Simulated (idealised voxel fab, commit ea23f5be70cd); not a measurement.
process module | voxel ribs on slabs
cross-section cut | 155 nm wide | cells 5 nm
A cross-section is a grid of square cells, given in bands from the top down. A band is one or more rows of cells.
Each band's line starts with the height of the band's top and of its bottom, in nm. Then come its materials from left to right, each with its width in nm. One material with "throughout" fills the band from edge to edge. "air" is empty space.
Height 0 is the level under which the wafer as received is all one material. The lowest band goes on downwards, as in "0 down".
A width such as "30 to 40" changes by the same amount from each row of cells to the next, from the band's top row to its bottom row.
"no change" after a step means that no cell of the cross-section changed.
closed voids: empty space of 8 cells or more with no open way to the top, each as width x height at its distance from the left edge, in nm
after a step's settings: what the simulator itself notes on the step
overlay nm, on a step with a mask: how far to the right of its planned place the mask lay; to the left if negative
plan
1 op RECEIVE | material Si
2 op DIRECTIONAL_DEP | material SiO2 | thk nm 20
3 op DIRECTIONAL_DEP | material SiN | thk nm 25
4 op PATTERN | tone cover | mask id RIB | material resist | width nm 30 | thk nm 20 | overlay nm 0
5 op DIRECTIONAL_ETCH | etch materials SiN | depth nm 15
6 op STRIP | etch materials resist
7 op MASKED_ETCH | tone cover | mask id SLAB | width nm 90 | etch materials SiN | depth nm 10 | overlay nm 0
8 op FILL_DEP | material SiO2 | thk nm 15
9 op CMP | height nm 55
10 op DIRECTIONAL_DEP | material W | thk nm 10
11 op PATTERN | tone cover | mask id HEATER | material resist | width nm 40 | thk nm 20 | overlay nm 0
12 op DIRECTIONAL_ETCH | etch materials W | depth nm 10
13 op STRIP | etch materials resist
14 op CONFORMAL_DEP | material SiO2 | thk nm 5
first wafer, as planned
as received, after step 1
  0 down: Si throughout
  closed voids: none
after step 2
  20 to 0: SiO2 throughout
  below 0: unchanged
after step 3
  45 to 20: SiN throughout
  below 20: unchanged
after step 4
  65 to 45: air 60 | resist 30 | air 65
  below 45: unchanged
after step 5
  65 to 45: air 60 | resist 30 | air 65
  45 to 30: air 60 | SiN 30 | air 65
  below 30: unchanged
after step 6
  45 to 30: air 60 | SiN 30 | air 65
  below 30: unchanged
after step 7
  45 to 30: air 60 | SiN 30 | air 65
  30 to 20: air 30 | SiN 90 | air 35
  below 20: unchanged
after step 8
  60 to 45: SiO2 throughout
  45 to 30: SiO2 60 | SiN 30 | SiO2 65
  30 to 20: SiO2 30 | SiN 90 | SiO2 35
  below 20: unchanged
after step 9
  55 to 45: SiO2 throughout
  below 45: unchanged
after step 10
  65 to 55: W throughout
  below 55: unchanged
after step 11
  85 to 65: air 55 | resist 40 | air 60
  below 65: unchanged
after step 12
  85 to 65: air 55 | resist 40 | air 60
  65 to 55: air 55 | W 40 | air 60
  below 55: unchanged
after step 13
  65 to 55: air 55 | W 40 | air 60
  below 55: unchanged
after step 14
  70 to 65: air 50 | SiO2 50 | air 55
  65 to 60: air 50 | SiO2 5 | W 40 | SiO2 5 | air 55
  60 to 55: SiO2 55 | W 40 | SiO2 60
  below 55: unchanged
second wafer: like start, like plan, one mistake. Through step 10 it matches the first wafer
when step 11 should have ended
  85 to 65: air 60 | resist 30 | air 65
  below 65: unchanged
when step 12 should have ended
  85 to 65: air 60 | resist 30 | air 65
  65 to 55: air 60 | W 30 | air 65
  below 55: unchanged
when step 13 should have ended
  65 to 55: air 60 | W 30 | air 65
  below 55: unchanged
when step 14 should have ended
  70 to 65: air 55 | SiO2 40 | air 60
  65 to 60: air 55 | SiO2 5 | W 30 | SiO2 5 | air 60
  60 to 55: SiO2 60 | W 30 | SiO2 65
  below 55: unchanged
what went wrong: step 11 ran as: op PATTERN | tone cover | mask id HEATER | material resist | width nm 30 | thk nm 20 | overlay nm 0
at the end the second wafer has, in cells: 4 fewer of W
